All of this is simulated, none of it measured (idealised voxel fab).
This section sets out a process module, namely voxel gate over fins.
Displayed cross-section: cut, width of 280 nm, square cells sized 5 nm.
When this document writes out a cross-section, it uses a grid of square cells and lists it as bands, beginning at the top and moving down, with a band standing for one or more rows of cells.
Band: top height; bottom height; in nm. Then, left to right: material with width in nm, for each material. "throughout": a single material spanning edge to edge. "empty": empty space.
Note: height 0 marks the level under which the wafer is uniformly one material as received. Lowest band unbounded below, written "0 nm and below".
Per-row width for "30 to 40": begins at first number (top row of band), ends at second number (bottom row), increment between rows held constant.
Key: "changes: none" - step with no changed cell in the cross-section.
"Fully sealed voids" contains a list of empty spaces, each no smaller than 8 cells and without an open way to the top, written in the form width x height at distance with the distance from the left edge and all three in nm.
Formally, on a step line, whatever follows the settings is a remark that the simulator itself makes on the step.
overlay nm: where the mask lay relative to plan, measured to the right, on steps with a mask; negatives go left.
LIST OF PLANNED PROCESS STEPS
step 1: RECEIVE (material Si)
step 2: CONFORMAL_DEP (material SiN; thk nm 10)
step 3: DIRECTIONAL_DEP (material aC; thk nm 10)
step 4: PATTERN (tone cover; mask id FINS; material resist; width nm 15; pitch nm 60; thk nm 30; overlay nm 0)
step 5: DIRECTIONAL_ETCH (etch materials aC; depth nm 10)
step 6: STRIP (etch materials resist)
step 7: DIRECTIONAL_ETCH (etch materials SiN; depth nm 10)
step 8: DIRECTIONAL_ETCH (etch materials Si; depth nm 35)
step 9: STRIP (etch materials aC)
step 10: FILL_DEP (material SiO2; thk nm 15)
step 11: CMP (height nm 10)
step 12: DIRECTIONAL_DEP (material aC; thk nm 10)
step 13: PATTERN (tone open; mask id RAIL; material resist; width nm 15; thk nm 25; overlay nm 0)
step 14: DIRECTIONAL_ETCH (etch materials aC; depth nm 10)
step 15: STRIP (etch materials resist)
step 16: DIRECTIONAL_ETCH (etch materials SiO2; depth nm 40)
step 17: STRIP (etch materials aC)
step 18: CONFORMAL_DEP (material TiN; thk nm 5)
step 19: FILL_DEP (material W; thk nm 5)
step 20: CMP (height nm 10)
step 21: SELECTIVE_ETCH (etch materials W Ru TiN; depth nm 30)
step 22: FILL_DEP (material SiO2; thk nm 5)
step 23: CMP (height nm 10)
step 24: SELECTIVE_ETCH (etch materials SiO2; depth nm 25)
step 25: STRIP (etch materials SiN)
step 26: CONFORMAL_DEP (material HfO2; thk nm 5)
step 27: CONFORMAL_DEP (material TiN; thk nm 5)
step 28: CONFORMAL_DEP (material TiAl; thk nm 5)
step 29: CONFORMAL_DEP (material TiN; thk nm 5)
step 30: FILL_DEP (material W; thk nm 10)
step 31: CMP (height nm 25)
step 32: CONFORMAL_DEP (material SiCN; thk nm 10)
CROSS-SECTIONAL VIEW OF THE WAFER IN ITS AS-RECEIVED CONDITION, CORRESPONDING TO THE STATE AFTER STEP 1
	0 nm and below: Si throughout
	Fully sealed voids: none
CROSS-SECTION, END OF MODULE. START: AS ABOVE. PLAN: AS ABOVE. EXECUTION: ONE MISTAKE
	35 nm to 25 nm: SiCN throughout
	25 nm to 20 nm: W throughout
	20 nm to 15 nm: 15 nm W | 245 nm TiN | 20 nm W
	15 nm to 10 nm: 15 nm W | 5 nm TiN | 55 nm TiAl | 5 nm TiN | 55 nm TiAl | 5 nm TiN | 55 nm TiAl | 5 nm TiN | 55 nm TiAl | 5 nm TiN | 20 nm W
	10 nm to 5 nm: 15 nm W | 5 nm TiN | 5 nm TiAl | 45 nm TiN | 5 nm TiAl | 5 nm TiN | 5 nm TiAl | 45 nm TiN | 5 nm TiAl | 5 nm TiN | 5 nm TiAl | 45 nm TiN | 5 nm TiAl | 5 nm TiN | 5 nm TiAl | 45 nm TiN | 5 nm TiAl | 5 nm TiN | 20 nm W
	5 nm to 0 nm: 20 nm TiN | 5 nm TiAl | 5 nm TiN | 35 nm HfO2 | 5 nm TiN | 5 nm TiAl | 5 nm TiN | 5 nm TiAl | 5 nm TiN | 35 nm HfO2 | 5 nm TiN | 5 nm TiAl | 5 nm TiN | 5 nm TiAl | 5 nm TiN | 35 nm HfO2 | 5 nm TiN | 5 nm TiAl | 5 nm TiN | 5 nm TiAl | 5 nm TiN | 35 nm HfO2 | 5 nm TiN | 5 nm TiAl | 25 nm TiN
	0 nm to -5 nm: 25 nm TiAl | 5 nm TiN | 5 nm HfO2 | 25 nm Si | 5 nm HfO2 | 5 nm TiN | 15 nm TiAl | 5 nm TiN | 5 nm HfO2 | 25 nm Si | 5 nm HfO2 | 5 nm TiN | 15 nm TiAl | 5 nm TiN | 5 nm HfO2 | 25 nm Si | 5 nm HfO2 | 5 nm TiN | 15 nm TiAl | 5 nm TiN | 5 nm HfO2 | 25 nm Si | 5 nm HfO2 | 5 nm TiN | 30 nm TiAl
	-5 nm to -10 nm: 30 nm TiN | 5 nm HfO2 | 25 nm Si | 5 nm HfO2 | 25 nm TiN | 5 nm HfO2 | 25 nm Si | 5 nm HfO2 | 25 nm TiN | 5 nm HfO2 | 25 nm Si | 5 nm HfO2 | 25 nm TiN | 5 nm HfO2 | 25 nm Si | 5 nm HfO2 | 35 nm TiN
	-10 nm to -15 nm: 35 nm HfO2 | 25 nm Si | 35 nm HfO2 | 25 nm Si | 35 nm HfO2 | 25 nm Si | 35 nm HfO2 | 25 nm Si | 40 nm HfO2
	-15 nm to -20 nm: 35 nm SiO2 | 25 nm Si | 35 nm SiO2 | 25 nm Si | 35 nm SiO2 | 25 nm Si | 35 nm SiO2 | 25 nm Si | 40 nm SiO2
	-20 nm to -25 nm: 35 nm SiO2 | 25 nm Si | 10 nm SiO2 | 5 nm TiN | 5 nm W | 5 nm TiN | 10 nm SiO2 | 25 nm Si | 35 nm SiO2 | 25 nm Si | 35 nm SiO2 | 25 nm Si | 40 nm SiO2
	-25 nm to -30 nm: 35 nm SiO2 | 25 nm Si | 10 nm SiO2 | 15 nm TiN | 10 nm SiO2 | 25 nm Si | 35 nm SiO2 | 25 nm Si | 35 nm SiO2 | 25 nm Si | 40 nm SiO2
	-30 nm to -35 nm: 35 nm SiO2 | 25 nm Si | 35 nm SiO2 | 25 nm Si | 35 nm SiO2 | 25 nm Si | 35 nm SiO2 | 25 nm Si | 40 nm SiO2
	-35 nm and below: Si throughout
	Fully sealed voids: none
Diagnosis: step 4 did not use the planned setting and instead ran as PATTERN (tone cover; mask id FINS; material resist; width nm 25; pitch nm 60; thk nm 30; overlay nm 0)
